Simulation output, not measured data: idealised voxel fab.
The following process module bears the name voxel self aligned contacts.
Cross-sectional view cut (width: 270 nm; square cell size: 5 nm).
Think of the cross-section as a grid of square cells. We describe it in bands, top to bottom, and each band covers one or more rows of those cells. Top height, bottom height, nm. Materials left to right, width each, nm. Single material + "all across" = fills band edge to edge. "air" = empty. Measure heights from 0. That's the level where, below it, the as-received wafer is all one material. The lowest band is bottomless and extends downward; write it as in "0 down". Top row gets the first number, bottom row gets the second, and each row in between changes by the same step: that is how a band width like "30..40" works. Any step labelled "no modification" changed none of the cells in the cross-section. Any empty space of 8 cells or more lacking an open way to the top shows up in "Completely enclosed voids" as width x height at distance, distance from the left edge, in nm. It should be noted that, on the line of a given step, the content following the step's settings is a remark produced by the simulator itself with respect to that step. The setting "overlay nm" may be written on the line of a step. When the step uses a mask, the value reports how far to the right of the planned place the mask lay, and a negative value reports that it lay to the left. Pairs from here to the end. Each: cross-section before one process step, cross-section after it, the latter only as far down as the lowest band that changed. Under each: the step between, and its settings. Mind that the pairs may be taken from different runs of this module on the same starting wafer; whether a pair continues from the pair above depends on its entry headed "Preceding state", and it does only where that entry says so.
### Preceding state
* 0 down: Si all across
* Completely enclosed voids: none
### Post-Step Appearance
* 5 to 0: SiO2 all across
* Anything lower than 0 is untouched.
* Completely enclosed voids: none
Going from one cross-section above to the next, the wafer undergoes CONFORMAL_DEP | material SiO2 | thk nm 5
Preceding state: check the pair just above; its after cross-section is our before state.
### Post-Step Appearance
* 35 to 5: polySi all across
* Anything lower than 5 is untouched.
* Completely enclosed voids: none
Going from one cross-section above to the next, the wafer undergoes DIRECTIONAL_DEP | material polySi | thk nm 30
Preceding state: check the pair just above; its after cross-section is our before state.
### Post-Step Appearance
* 50 to 35: SiN all across
* Anything lower than 35 is untouched.
* Completely enclosed voids: none
Going from one cross-section above to the next, the wafer undergoes DIRECTIONAL_DEP | material SiN | thk nm 15
Preceding state: check the pair just above; its after cross-section is our before state.
### Post-Step Appearance
* 50 to 35: 95 air, then 25 SiN, then 30 air, then 25 SiN, then 95 air
* Anything lower than 35 is untouched.
* Completely enclosed voids: none
Going from one cross-section above to the next, the wafer undergoes MASKED_ETCH | tone cover | mask id GATE | width nm 25 | pitch nm 55 | etch materials SiN | depth nm 15 | overlay nm 0
Preceding state: check the pair just above; its after cross-section is our before state.
### Post-Step Appearance
* 50 to 35: 95 air, then 25 SiN, then 30 air, then 25 SiN, then 95 air
* 35 to 5: 95 air, then 25 polySi, then 30 air, then 25 polySi, then 95 air
* Anything lower than 5 is untouched.
* Completely enclosed voids: none
Going from one cross-section above to the next, the wafer undergoes MASKED_ETCH | tone cover | mask id GATE | width nm 25 | pitch nm 55 | etch materials polySi | depth nm 30 | overlay nm 0
Preceding state: check the pair just above; its after cross-section is our before state.
### Post-Step Appearance
* 55 to 35: 90 air, then 35 SiN, then 20 air, then 35 SiN, then 90 air
* 35 to 10: 90 air, then 5 SiN, then 25 polySi, then 5 SiN, then 20 air, then 5 SiN, then 25 polySi, then 5 SiN, then 90 air
* 10 to 5: 95 SiN, then 25 polySi, then 30 SiN, then 25 polySi, then 95 SiN
* Anything lower than 5 is untouched.
* Completely enclosed voids: none
Going from one cross-section above to the next, the wafer undergoes CONFORMAL_DEP | material SiN | thk nm 5
Preceding state: check the pair just above; its after cross-section is our before state.
### Post-Step Appearance
* 50 to 35: 90 air, then 35 SiN, then 20 air, then 35 SiN, then 90 air
* 35 to 5: 90 air, then 5 SiN, then 25 polySi, then 5 SiN, then 20 air, then 5 SiN, then 25 polySi, then 5 SiN, then 90 air
* Anything lower than 5 is untouched.
* Completely enclosed voids: none
Going from one cross-section above to the next, the wafer undergoes DIRECTIONAL_ETCH | etch materials SiN | depth nm 5
Preceding state: check the pair just above; its after cross-section is our before state.
### Post-Step Appearance
* 60 to 50: SiO2 all across
* 50 to 35: 90 SiO2, then 35 SiN, then 20 SiO2, then 35 SiN, then 90 SiO2
* 35 to 5: 90 SiO2, then 5 SiN, then 25 polySi, then 5 SiN, then 20 SiO2, then 5 SiN, then 25 polySi, then 5 SiN, then 90 SiO2
* Anything lower than 5 is untouched.
* Completely enclosed voids: none
Going from one cross-section above to the next, the wafer undergoes FILL_DEP | material SiO2 | thk nm 10
Preceding state: check the pair just above; its after cross-section is our before state.
### Post-Step Appearance
* 55 to 50: SiO2 all across
* Anything lower than 50 is untouched.
* Completely enclosed voids: none
Going from one cross-section above to the next, the wafer undergoes CMP | height nm 55
Preceding state: check the pair just above; its after cross-section is our before state.
### Post-Step Appearance
* 70 to 55: aC all across
* Anything lower than 55 is untouched.
* Completely enclosed voids: none
Going from one cross-section above to the next, the wafer undergoes DIRECTIONAL_DEP | material aC | thk nm 15
Preceding state: check the pair just above; its after cross-section is our before state.
### Post-Step Appearance
* 100 to 70: 115 resist, then 40 air, then 115 resist
* Anything lower than 70 is untouched.
* Completely enclosed voids: none
Going from one cross-section above to the next, the wafer undergoes PATTERN | tone open | mask id CONTACT | material resist | width nm 40 | thk nm 30 | overlay nm 0
Preceding state: check the pair just above; its after cross-section is our before state.
### Post-Step Appearance
* 85 to 70: 115 resist, then 40 air, then 115 resist
* 70 to 55: 115 aC, then 40 air, then 115 aC
* Anything lower than 55 is untouched.
* Completely enclosed voids: none
Going from one cross-section above to the next, the wafer undergoes DIRECTIONAL_ETCH | etch materials aC | depth nm 15
Preceding state: check the pair just above; its after cross-section is our before state.
### Post-Step Appearance
* 70 to 55: 115 aC, then 40 air, then 115 aC
* Anything lower than 55 is untouched.
* Completely enclosed voids: none
Going from one cross-section above to the next, the wafer undergoes STRIP | etch materials resist
Preceding state: check the pair just above; its after cross-section is our before state.
### Post-Step Appearance
* 70 to 55: 115 aC, then 40 air, then 115 aC
* 55 to 50: 115 SiO2, then 40 air, then 115 SiO2
* 50 to 35: 90 SiO2, then 35 SiN, then 20 air, then 35 SiN, then 90 SiO2
* 35 to 5: 90 SiO2, then 5 SiN, then 25 polySi, then 5 SiN, then 20 air, then 5 SiN, then 25 polySi, then 5 SiN, then 90 SiO2
* 5 to 0: 125 SiO2, then 20 air, then 125 SiO2
* Anything lower than 0 is untouched.
* Completely enclosed voids: none
Going from one cross-section above to the next, the wafer undergoes DIRECTIONAL_ETCH | etch materials SiO2 | depth nm 55
Preceding state: check the pair just above; its after cross-section is our before state.
### Post-Step Appearance
* 55 to 50: 115 SiO2, then 40 air, then 115 SiO2
* Anything lower than 50 is untouched.
* Completely enclosed voids: none
Going from one cross-section above to the next, the wafer undergoes STRIP | etch materials aC
Preceding state: check the pair just above; its after cross-section is our before state.
### Post-Step Appearance
* 60 to 55: 120 TiN, then 30 air, then 120 TiN
* 55 to 50: 115 SiO2, then 15 TiN, then 10 air, then 15 TiN, then 115 SiO2
* 50 to 35: 90 SiO2, then 35 SiN, then 5 TiN, then 10 air, then 5 TiN, then 35 SiN, then 90 SiO2
* 35 to 5: 90 SiO2, then 5 SiN, then 25 polySi, then 5 SiN, then 5 TiN, then 10 air, then 5 TiN, then 5 SiN, then 25 polySi, then 5 SiN, then 90 SiO2
* 5 to 0: 125 SiO2, then 20 TiN, then 125 SiO2
* Anything lower than 0 is untouched.
* Completely enclosed voids: none
Going from one cross-section above to the next, the wafer undergoes CONFORMAL_DEP | material TiN | thk nm 5
Preceding state: check the pair just above; its after cross-section is our before state.
### Post-Step Appearance
* 70 to 60: W all across
* 60 to 55: 120 TiN, then 30 W, then 120 TiN
* 55 to 50: 115 SiO2, then 15 TiN, then 10 W, then 15 TiN, then 115 SiO2
* 50 to 35: 90 SiO2, then 35 SiN, then 5 TiN, then 10 W, then 5 TiN, then 35 SiN, then 90 SiO2
* 35 to 5: 90 SiO2, then 5 SiN, then 25 polySi, then 5 SiN, then 5 TiN, then 10 W, then 5 TiN, then 5 SiN, then 25 polySi, then 5 SiN, then 90 SiO2
* Anything lower than 5 is untouched.
* Completely enclosed voids: none
Going from one cross-section above to the next, the wafer undergoes FILL_DEP | material W | thk nm 10
Preceding state: check the pair just above; its after cross-section is our before state.
### Post-Step Appearance
* 55 to 50: 115 SiO2, then 15 TiN, then 10 W, then 15 TiN, then 115 SiO2
* Anything lower than 50 is untouched.
* Completely enclosed voids: none
Going from one cross-section above to the next, the wafer undergoes CMP | height nm 55
Preceding state: check the pair just above; its after cross-section is our before state.
### Post-Step Appearance
* 60 to 55: SiN all across
* Anything lower than 55 is untouched.
* Completely enclosed voids: none
Going from one cross-section above to the next, the wafer undergoes CONFORMAL_DEP | material SiN | thk nm 5
### Preceding state
* 0 down: Si all across
* Completely enclosed voids: none
### Post-Step Appearance
* 30 to 0: polySi all across
* Anything lower than 0 is untouched.
* Completely enclosed voids: none
Going from one cross-section above to the next, the wafer undergoes DIRECTIONAL_DEP | material polySi | thk nm 30
Preceding state: check the pair just above; its after cross-section is our before state.
### Post-Step Appearance
* 45 to 30: SiN all across
* Anything lower than 30 is untouched.
* Completely enclosed voids: none
Going from one cross-section above to the next, the wafer undergoes DIRECTIONAL_DEP | material SiN | thk nm 15
Preceding state: check the pair just above; its after cross-section is our before state.
### Post-Step Appearance
* 45 to 30: 95 air, then 25 SiN, then 30 air, then 25 SiN, then 95 air
* Anything lower than 30 is untouched.
* Completely enclosed voids: none
Going from one cross-section above to the next, the wafer undergoes MASKED_ETCH | tone cover | mask id GATE | width nm 25 | pitch nm 55 | etch materials SiN | depth nm 15 | overlay nm 0
Preceding state: check the pair just above; its after cross-section is our before state.
### Post-Step Appearance
* 45 to 30: 95 air, then 25 SiN, then 30 air, then 25 SiN, then 95 air
* 30 to 0: 95 air, then 25 polySi, then 30 air, then 25 polySi, then 95 air
* Anything lower than 0 is untouched.
* Completely enclosed voids: none
Going from one cross-section above to the next, the wafer undergoes MASKED_ETCH | tone cover | mask id GATE | width nm 25 | pitch nm 55 | etch materials polySi | depth nm 30 | overlay nm 0
Preceding state: check the pair just above; its after cross-section is our before state.
### Post-Step Appearance
* 50 to 30: 90 air, then 35 SiN, then 20 air, then 35 SiN, then 90 air
* 30 to 5: 90 air, then 5 SiN, then 25 polySi, then 5 SiN, then 20 air, then 5 SiN, then 25 polySi, then 5 SiN, then 90 air
* 5 to 0: 95 SiN, then 25 polySi, then 30 SiN, then 25 polySi, then 95 SiN
* Anything lower than 0 is untouched.
* Completely enclosed voids: none
Going from one cross-section above to the next, the wafer undergoes CONFORMAL_DEP | material SiN | thk nm 5
Preceding state: check the pair just above; its after cross-section is our before state.
### Post-Step Appearance
* 45 to 30: 90 air, then 35 SiN, then 20 air, then 35 SiN, then 90 air
* 30 to 0: 90 air, then 5 SiN, then 25 polySi, then 5 SiN, then 20 air, then 5 SiN, then 25 polySi, then 5 SiN, then 90 air
* Anything lower than 0 is untouched.
* Completely enclosed voids: none
Going from one cross-section above to the next, the wafer undergoes DIRECTIONAL_ETCH | etch materials SiN | depth nm 5
Preceding state: check the pair just above; its after cross-section is our before state.
### Post-Step Appearance
* 55 to 45: SiO2 all across
* 45 to 30: 90 SiO2, then 35 SiN, then 20 SiO2, then 35 SiN, then 90 SiO2
* 30 to 0: 90 SiO2, then 5 SiN, then 25 polySi, then 5 SiN, then 20 SiO2, then 5 SiN, then 25 polySi, then 5 SiN, then 90 SiO2
* Anything lower than 0 is untouched.
* Completely enclosed voids: none
Going from one cross-section above to the next, the wafer undergoes FILL_DEP | material SiO2 | thk nm 10
Preceding state: check the pair just above; its after cross-section is our before state.
### Post-Step Appearance
* 70 to 55: aC all across
* Anything lower than 55 is untouched.
* Completely enclosed voids: none
Going from one cross-section above to the next, the wafer undergoes DIRECTIONAL_DEP | material aC | thk nm 15
Preceding state: check the pair just above; its after cross-section is our before state.
### Post-Step Appearance
* 100 to 70: 115 resist, then 40 air, then 115 resist
* Anything lower than 70 is untouched.
* Completely enclosed voids: none
Going from one cross-section above to the next, the wafer undergoes PATTERN | tone open | mask id CONTACT | material resist | width nm 40 | thk nm 30 | overlay nm 0
Preceding state: check the pair just above; its after cross-section is our before state.
### Post-Step Appearance
* 85 to 70: 115 resist, then 40 air, then 115 resist
* 70 to 55: 115 aC, then 40 air, then 115 aC
* Anything lower than 55 is untouched.
* Completely enclosed voids: none
Going from one cross-section above to the next, the wafer undergoes DIRECTIONAL_ETCH | etch materials aC | depth nm 15
Preceding state: check the pair just above; its after cross-section is our before state.
### Post-Step Appearance
* 70 to 55: 115 aC, then 40 air, then 115 aC
* Anything lower than 55 is untouched.
* Completely enclosed voids: none
Going from one cross-section above to the next, the wafer undergoes STRIP | etch materials resist
Preceding state: check the pair just above; its after cross-section is our before state.
### Post-Step Appearance
* 70 to 55: 115 aC, then 40 air, then 115 aC
* 55 to 45: 115 SiO2, then 40 air, then 115 SiO2
* 45 to 30: 90 SiO2, then 35 SiN, then 20 air, then 35 SiN, then 90 SiO2
* 30 to 0: 90 SiO2, then 5 SiN, then 25 polySi, then 5 SiN, then 20 air, then 5 SiN, then 25 polySi, then 5 SiN, then 90 SiO2
* Anything lower than 0 is untouched.
* Completely enclosed voids: none
Going from one cross-section above to the next, the wafer undergoes DIRECTIONAL_ETCH | etch materials SiO2 | depth nm 55
Preceding state: check the pair just above; its after cross-section is our before state.
### Post-Step Appearance
* 55 to 45: 115 SiO2, then 40 air, then 115 SiO2
* Anything lower than 45 is untouched.
* Completely enclosed voids: none
Going from one cross-section above to the next, the wafer undergoes STRIP | etch materials aC
Preceding state: check the pair just above; its after cross-section is our before state.
### Post-Step Appearance
* 60 to 55: 120 TiN, then 30 air, then 120 TiN
* 55 to 45: 115 SiO2, then 5..15 TiN, then 30..10 air, then 5..15 TiN, then 115 SiO2
* 45 to 30: 90 SiO2, then 35 SiN, then 5 TiN, then 10 air, then 5 TiN, then 35 SiN, then 90 SiO2
* 30 to 5: 90 SiO2, then 5 SiN, then 25 polySi, then 5 SiN, then 5 TiN, then 10 air, then 5 TiN, then 5 SiN, then 25 polySi, then 5 SiN, then 90 SiO2
* 5 to 0: 90 SiO2, then 5 SiN, then 25 polySi, then 5 SiN, then 20 TiN, then 5 SiN, then 25 polySi, then 5 SiN, then 90 SiO2
* Anything lower than 0 is untouched.
* Completely enclosed voids: none
Going from one cross-section above to the next, the wafer undergoes CONFORMAL_DEP | material TiN | thk nm 5
Preceding state: check the pair just above; its after cross-section is our before state.
### Post-Step Appearance
* 70 to 60: W all across
* 60 to 55: 120 TiN, then 30 W, then 120 TiN
* 55 to 45: 115 SiO2, then 5..15 TiN, then 30..10 W, then 5..15 TiN, then 115 SiO2
* 45 to 30: 90 SiO2, then 35 SiN, then 5 TiN, then 10 W, then 5 TiN, then 35 SiN, then 90 SiO2
* 30 to 5: 90 SiO2, then 5 SiN, then 25 polySi, then 5 SiN, then 5 TiN, then 10 W, then 5 TiN, then 5 SiN, then 25 polySi, then 5 SiN, then 90 SiO2
* Anything lower than 5 is untouched.
* Completely enclosed voids: none
Going from one cross-section above to the next, the wafer undergoes FILL_DEP | material W | thk nm 10
Preceding state: check the pair just above; its after cross-section is our before state.
### Post-Step Appearance
* 55 to 45: 115 SiO2, then 5..15 TiN, then 30..10 W, then 5..15 TiN, then 115 SiO2
* Anything lower than 45 is untouched.
* Completely enclosed voids: none
Going from one cross-section above to the next, the wafer undergoes CMP | height nm 55
Preceding state: check the pair just above; its after cross-section is our before state.
### Post-Step Appearance
* 60 to 55: SiN all across
* Anything lower than 55 is untouched.
* Completely enclosed voids: none
Going from one cross-section above to the next, the wafer undergoes CONFORMAL_DEP | material SiN | thk nm 5
### Preceding state
* 50 to 35: SiN all across
* 35 to 5: polySi all across
* 5 to 0: SiO2 all across
* 0 down: Si all across
* Completely enclosed voids: none
### Post-Step Appearance
* 65 to 35: SiN all across
* Anything lower than 35 is untouched.
* Completely enclosed voids: none
Going from one cross-section above to the next, the wafer undergoes DIRECTIONAL_DEP | material SiN | thk nm 15
Preceding state: check the pair just above; its after cross-section is our before state.
### Post-Step Appearance
* 65 to 50: 95 air, then 25 SiN, then 30 air, then 25 SiN, then 95 air
* Anything lower than 50 is untouched.
* Completely enclosed voids: none
Going from one cross-section above to the next, the wafer undergoes MASKED_ETCH | tone cover | mask id GATE | width nm 25 | pitch nm 55 | etch materials SiN | depth nm 15 | overlay nm 0
Preceding state: check the pair just above; its after cross-section is our before state.
### Post-Step Appearance
* 70 to 55: 90 air, then 35 SiN, then 20 air, then 35 SiN, then 90 air
* 55 to 35: SiN all across
* Anything lower than 35 is untouched.
* Completely enclosed voids: none
Going from one cross-section above to the next, the wafer undergoes CONFORMAL_DEP | material SiN | thk nm 5
Preceding state: check the pair just above; its after cross-section is our before state.
### Post-Step Appearance
* 65 to 50: 90 air, then 35 SiN, then 20 air, then 35 SiN, then 90 air
* Anything lower than 50 is untouched.
* Completely enclosed voids: none
Going from one cross-section above to the next, the wafer undergoes DIRECTIONAL_ETCH | etch materials SiN | depth nm 5
Preceding state: check the pair just above; its after cross-section is our before state.
### Post-Step Appearance
* 75 to 65: SiO2 all across
* 65 to 50: 90 SiO2, then 35 SiN, then 20 SiO2, then 35 SiN, then 90 SiO2
* Anything lower than 50 is untouched.
* Completely enclosed voids: none
Going from one cross-section above to the next, the wafer undergoes FILL_DEP | material SiO2 | thk nm 10
Preceding state: check the pair just above; its after cross-section is our before state.
### Post-Step Appearance
* 55 to 50: 90 SiO2, then 35 SiN, then 20 SiO2, then 35 SiN, then 90 SiO2
* Anything lower than 50 is untouched.
* Completely enclosed voids: none
Going from one cross-section above to the next, the wafer undergoes CMP | height nm 55
Preceding state: check the pair just above; its after cross-section is our before state.
### Post-Step Appearance
* 70 to 55: aC all across
* Anything lower than 55 is untouched.
* Completely enclosed voids: none
Going from one cross-section above to the next, the wafer undergoes DIRECTIONAL_DEP | material aC | thk nm 15
Preceding state: check the pair just above; its after cross-section is our before state.
### Post-Step Appearance
* 100 to 70: 115 resist, then 40 air, then 115 resist
* Anything lower than 70 is untouched.
* Completely enclosed voids: none
Going from one cross-section above to the next, the wafer undergoes PATTERN | tone open | mask id CONTACT | material resist | width nm 40 | thk nm 30 | overlay nm 0
Preceding state: check the pair just above; its after cross-section is our before state.
### Post-Step Appearance
* 85 to 70: 115 resist, then 40 air, then 115 resist
* 70 to 55: 115 aC, then 40 air, then 115 aC
* Anything lower than 55 is untouched.
* Completely enclosed voids: none
Going from one cross-section above to the next, the wafer undergoes DIRECTIONAL_ETCH | etch materials aC | depth nm 15
Preceding state: check the pair just above; its after cross-section is our before state.
### Post-Step Appearance
* 70 to 55: 115 aC, then 40 air, then 115 aC
* Anything lower than 55 is untouched.
* Completely enclosed voids: none
Going from one cross-section above to the next, the wafer undergoes STRIP | etch materials resist
Preceding state: check the pair just above; its after cross-section is our before state.
### Post-Step Appearance
* 70 to 55: 115 aC, then 40 air, then 115 aC
* 55 to 50: 90 SiO2, then 35 SiN, then 20 air, then 35 SiN, then 90 SiO2
* Anything lower than 50 is untouched.
* Completely enclosed voids: none
Going from one cross-section above to the next, the wafer undergoes DIRECTIONAL_ETCH | etch materials SiO2 | depth nm 55
Preceding state: check the pair just above; its after cross-section is our before state.
### Post-Step Appearance
* 55 to 50: 90 SiO2, then 35 SiN, then 20 air, then 35 SiN, then 90 SiO2
* Anything lower than 50 is untouched.
* Completely enclosed voids: none
Going from one cross-section above to the next, the wafer undergoes STRIP | etch materials aC
Preceding state: check the pair just above; its after cross-section is our before state.
### Post-Step Appearance
* 60 to 55: 130 TiN, then 10 air, then 130 TiN
* 55 to 50: 90 SiO2, then 35 SiN, then 20 TiN, then 35 SiN, then 90 SiO2
* Anything lower than 50 is untouched.
* Completely enclosed voids: none
Going from one cross-section above to the next, the wafer undergoes CONFORMAL_DEP | material TiN | thk nm 5
Preceding state: check the pair just above; its after cross-section is our before state.
### Post-Step Appearance
* 70 to 60: W all across
* 60 to 55: 130 TiN, then 10 W, then 130 TiN
* Anything lower than 55 is untouched.
* Completely enclosed voids: none
Going from one cross-section above to the next, the wafer undergoes FILL_DEP | material W | thk nm 10
Preceding state: check the pair just above; its after cross-section is our before state.
### Post-Step Appearance
* 55 to 50: 90 SiO2, then 35 SiN, then 20 TiN, then 35 SiN, then 90 SiO2
* Anything lower than 50 is untouched.
* Completely enclosed voids: none
Going from one cross-section above to the next, the wafer undergoes CMP | height nm 55
Preceding state: check the pair just above; its after cross-section is our before state.
### Post-Step Appearance
* 60 to 55: SiN all across
* Anything lower than 55 is untouched.
* Completely enclosed voids: none
Going from one cross-section above to the next, the wafer undergoes CONFORMAL_DEP | material SiN | thk nm 5
### Preceding state
* 30 to 0: polySi all across
* 0 down: Si all across
* Completely enclosed voids: none
### Post-Step Appearance
* 35 to 30: SiO2 all across
* Anything lower than 30 is untouched.
* Completely enclosed voids: none
Going from one cross-section above to the next, the wafer undergoes CONFORMAL_DEP | material SiO2 | thk nm 5
Preceding state: check the pair just above; its after cross-section is our before state.
### Post-Step Appearance
* 50 to 35: SiN all across
* Anything lower than 35 is untouched.
* Completely enclosed voids: none
Going from one cross-section above to the next, the wafer undergoes DIRECTIONAL_DEP | material SiN | thk nm 15
Preceding state: check the pair just above; its after cross-section is our before state.
### Post-Step Appearance
* 50 to 35: 95 air, then 25 SiN, then 30 air, then 25 SiN, then 95 air
* Anything lower than 35 is untouched.
* Completely enclosed voids: none
Going from one cross-section above to the next, the wafer undergoes MASKED_ETCH | tone cover | mask id GATE | width nm 25 | pitch nm 55 | etch materials SiN | depth nm 15 | overlay nm 0
Preceding state: check the pair just above; its after cross-section is our before state.
### Post-Step Appearance
* 55 to 40: 90 air, then 35 SiN, then 20 air, then 35 SiN, then 90 air
* 40 to 35: SiN all across
* Anything lower than 35 is untouched.
* Completely enclosed voids: none
Going from one cross-section above to the next, the wafer undergoes CONFORMAL_DEP | material SiN | thk nm 5
Preceding state: check the pair just above; its after cross-section is our before state.
### Post-Step Appearance
* 50 to 35: 90 air, then 35 SiN, then 20 air, then 35 SiN, then 90 air
* Anything lower than 35 is untouched.
* Completely enclosed voids: none
Going from one cross-section above to the next, the wafer undergoes DIRECTIONAL_ETCH | etch materials SiN | depth nm 5
Preceding state: check the pair just above; its after cross-section is our before state.
### Post-Step Appearance
* 60 to 50: SiO2 all across
* 50 to 35: 90 SiO2, then 35 SiN, then 20 SiO2, then 35 SiN, then 90 SiO2
* Anything lower than 35 is untouched.
* Completely enclosed voids: none
Going from one cross-section above to the next, the wafer undergoes FILL_DEP | material SiO2 | thk nm 10
Preceding state: check the pair just above; its after cross-section is our before state.
### Post-Step Appearance
* 55 to 50: SiO2 all across
* Anything lower than 50 is untouched.
* Completely enclosed voids: none
Going from one cross-section above to the next, the wafer undergoes CMP | height nm 55
Preceding state: check the pair just above; its after cross-section is our before state.
### Post-Step Appearance
* 70 to 55: aC all across
* Anything lower than 55 is untouched.
* Completely enclosed voids: none
Going from one cross-section above to the next, the wafer undergoes DIRECTIONAL_DEP | material aC | thk nm 15
Preceding state: check the pair just above; its after cross-section is our before state.
### Post-Step Appearance
* 100 to 70: 115 resist, then 40 air, then 115 resist
* Anything lower than 70 is untouched.
* Completely enclosed voids: none
Going from one cross-section above to the next, the wafer undergoes PATTERN | tone open | mask id CONTACT | material resist | width nm 40 | thk nm 30 | overlay nm 0
Preceding state: check the pair just above; its after cross-section is our before state.
### Post-Step Appearance
* 85 to 70: 115 resist, then 40 air, then 115 resist
* 70 to 55: 115 aC, then 40 air, then 115 aC
* Anything lower than 55 is untouched.
* Completely enclosed voids: none
Going from one cross-section above to the next, the wafer undergoes DIRECTIONAL_ETCH | etch materials aC | depth nm 15
Preceding state: check the pair just above; its after cross-section is our before state.
### Post-Step Appearance
* 70 to 55: 115 aC, then 40 air, then 115 aC
* Anything lower than 55 is untouched.
* Completely enclosed voids: none
Going from one cross-section above to the next, the wafer undergoes STRIP | etch materials resist
Preceding state: check the pair just above; its after cross-section is our before state.
### Post-Step Appearance
* 70 to 55: 115 aC, then 40 air, then 115 aC
* 55 to 50: 115 SiO2, then 40 air, then 115 SiO2
* 50 to 35: 90 SiO2, then 35 SiN, then 20 air, then 35 SiN, then 90 SiO2
* 35 to 30: 125 SiO2, then 20 air, then 125 SiO2
* Anything lower than 30 is untouched.
* Completely enclosed voids: none
Going from one cross-section above to the next, the wafer undergoes DIRECTIONAL_ETCH | etch materials SiO2 | depth nm 55
Preceding state: check the pair just above; its after cross-section is our before state.
### Post-Step Appearance
* 55 to 50: 115 SiO2, then 40 air, then 115 SiO2
* Anything lower than 50 is untouched.
* Completely enclosed voids: none
Going from one cross-section above to the next, the wafer undergoes STRIP | etch materials aC
Preceding state: check the pair just above; its after cross-section is our before state.
### Post-Step Appearance
* 60 to 55: 120 TiN, then 30 air, then 120 TiN
* 55 to 50: 115 SiO2, then 15 TiN, then 10 air, then 15 TiN, then 115 SiO2
* 50 to 35: 90 SiO2, then 35 SiN, then 5 TiN, then 10 air, then 5 TiN, then 35 SiN, then 90 SiO2
* 35 to 30: 125 SiO2, then 20 TiN, then 125 SiO2
* Anything lower than 30 is untouched.
* Completely enclosed voids: none
Going from one cross-section above to the next, the wafer undergoes CONFORMAL_DEP | material TiN | thk nm 5
Preceding state: check the pair just above; its after cross-section is our before state.
### Post-Step Appearance
* 70 to 60: W all across
* 60 to 55: 120 TiN, then 30 W, then 120 TiN
* 55 to 50: 115 SiO2, then 15 TiN, then 10 W, then 15 TiN, then 115 SiO2
* 50 to 35: 90 SiO2, then 35 SiN, then 5 TiN, then 10 W, then 5 TiN, then 35 SiN, then 90 SiO2
* Anything lower than 35 is untouched.
* Completely enclosed voids: none
Going from one cross-section above to the next, the wafer undergoes FILL_DEP | material W | thk nm 10
Preceding state: check the pair just above; its after cross-section is our before state.
### Post-Step Appearance
* 55 to 50: 115 SiO2, then 15 TiN, then 10 W, then 15 TiN, then 115 SiO2
* Anything lower than 50 is untouched.
* Completely enclosed voids: none
Going from one cross-section above to the next, the wafer undergoes CMP | height nm 55
Preceding state: check the pair just above; its after cross-section is our before state.
### Post-Step Appearance
* 60 to 55: SiN all across
* Anything lower than 55 is untouched.
* Completely enclosed voids: none
Going from one cross-section above to the next, the wafer undergoes CONFORMAL_DEP | material SiN | thk nm 5
### Preceding state
* 0 down: Si all across
* Completely enclosed voids: none
### Post-Step Appearance
* 15 to 0: SiO2 all across
* Anything lower than 0 is untouched.
* Completely enclosed voids: none
Going from one cross-section above to the next, the wafer undergoes CONFORMAL_DEP | material SiO2 | thk nm 15
Preceding state: check the pair just above; its after cross-section is our before state.
### Post-Step Appearance
* 45 to 15: polySi all across
* Anything lower than 15 is untouched.
* Completely enclosed voids: none
Going from one cross-section above to the next, the wafer undergoes DIRECTIONAL_DEP | material polySi | thk nm 30
Preceding state: check the pair just above; its after cross-section is our before state.
### Post-Step Appearance
* 60 to 45: SiN all across
* Anything lower than 45 is untouched.
* Completely enclosed voids: none
Going from one cross-section above to the next, the wafer undergoes DIRECTIONAL_DEP | material SiN | thk nm 15
Preceding state: check the pair just above; its after cross-section is our before state.
### Post-Step Appearance
* 60 to 45: 95 air, then 25 SiN, then 30 air, then 25 SiN, then 95 air
* Anything lower than 45 is untouched.
* Completely enclosed voids: none
Going from one cross-section above to the next, the wafer undergoes MASKED_ETCH | tone cover | mask id GATE | width nm 25 | pitch nm 55 | etch materials SiN | depth nm 15 | overlay nm 0
Preceding state: check the pair just above; its after cross-section is our before state.
### Post-Step Appearance
* 60 to 45: 95 air, then 25 SiN, then 30 air, then 25 SiN, then 95 air
* 45 to 15: 95 air, then 25 polySi, then 30 air, then 25 polySi, then 95 air
* Anything lower than 15 is untouched.
* Completely enclosed voids: none
Going from one cross-section above to the next, the wafer undergoes MASKED_ETCH | tone cover | mask id GATE | width nm 25 | pitch nm 55 | etch materials polySi | depth nm 30 | overlay nm 0
Preceding state: check the pair just above; its after cross-section is our before state.
### Post-Step Appearance
* 65 to 45: 90 air, then 35 SiN, then 20 air, then 35 SiN, then 90 air
* 45 to 20: 90 air, then 5 SiN, then 25 polySi, then 5 SiN, then 20 air, then 5 SiN, then 25 polySi, then 5 SiN, then 90 air
* 20 to 15: 95 SiN, then 25 polySi, then 30 SiN, then 25 polySi, then 95 SiN
* Anything lower than 15 is untouched.
* Completely enclosed voids: none
Going from one cross-section above to the next, the wafer undergoes CONFORMAL_DEP | material SiN | thk nm 5
Preceding state: check the pair just above; its after cross-section is our before state.
### Post-Step Appearance
* 60 to 45: 90 air, then 35 SiN, then 20 air, then 35 SiN, then 90 air
* 45 to 15: 90 air, then 5 SiN, then 25 polySi, then 5 SiN, then 20 air, then 5 SiN, then 25 polySi, then 5 SiN, then 90 air
* Anything lower than 15 is untouched.
* Completely enclosed voids: none
Going from one cross-section above to the next, the wafer undergoes DIRECTIONAL_ETCH | etch materials SiN | depth nm 5
Preceding state: check the pair just above; its after cross-section is our before state.
### Post-Step Appearance
* 70 to 60: SiO2 all across
* 60 to 45: 90 SiO2, then 35 SiN, then 20 SiO2, then 35 SiN, then 90 SiO2
* 45 to 15: 90 SiO2, then 5 SiN, then 25 polySi, then 5 SiN, then 20 SiO2, then 5 SiN, then 25 polySi, then 5 SiN, then 90 SiO2
* Anything lower than 15 is untouched.
* Completely enclosed voids: none
Going from one cross-section above to the next, the wafer undergoes FILL_DEP | material SiO2 | thk nm 10
Preceding state: check the pair just above; its after cross-section is our before state.
### Post-Step Appearance
* 55 to 45: 90 SiO2, then 35 SiN, then 20 SiO2, then 35 SiN, then 90 SiO2
* Anything lower than 45 is untouched.
* Completely enclosed voids: none
Going from one cross-section above to the next, the wafer undergoes CMP | height nm 55
Preceding state: check the pair just above; its after cross-section is our before state.
### Post-Step Appearance
* 70 to 55: aC all across
* Anything lower than 55 is untouched.
* Completely enclosed voids: none
Going from one cross-section above to the next, the wafer undergoes DIRECTIONAL_DEP | material aC | thk nm 15
Preceding state: check the pair just above; its after cross-section is our before state.
### Post-Step Appearance
* 100 to 70: 115 resist, then 40 air, then 115 resist
* Anything lower than 70 is untouched.
* Completely enclosed voids: none
Going from one cross-section above to the next, the wafer undergoes PATTERN | tone open | mask id CONTACT | material resist | width nm 40 | thk nm 30 | overlay nm 0
Preceding state: check the pair just above; its after cross-section is our before state.
### Post-Step Appearance
* 85 to 70: 115 resist, then 40 air, then 115 resist
* 70 to 55: 115 aC, then 40 air, then 115 aC
* Anything lower than 55 is untouched.
* Completely enclosed voids: none
Going from one cross-section above to the next, the wafer undergoes DIRECTIONAL_ETCH | etch materials aC | depth nm 15
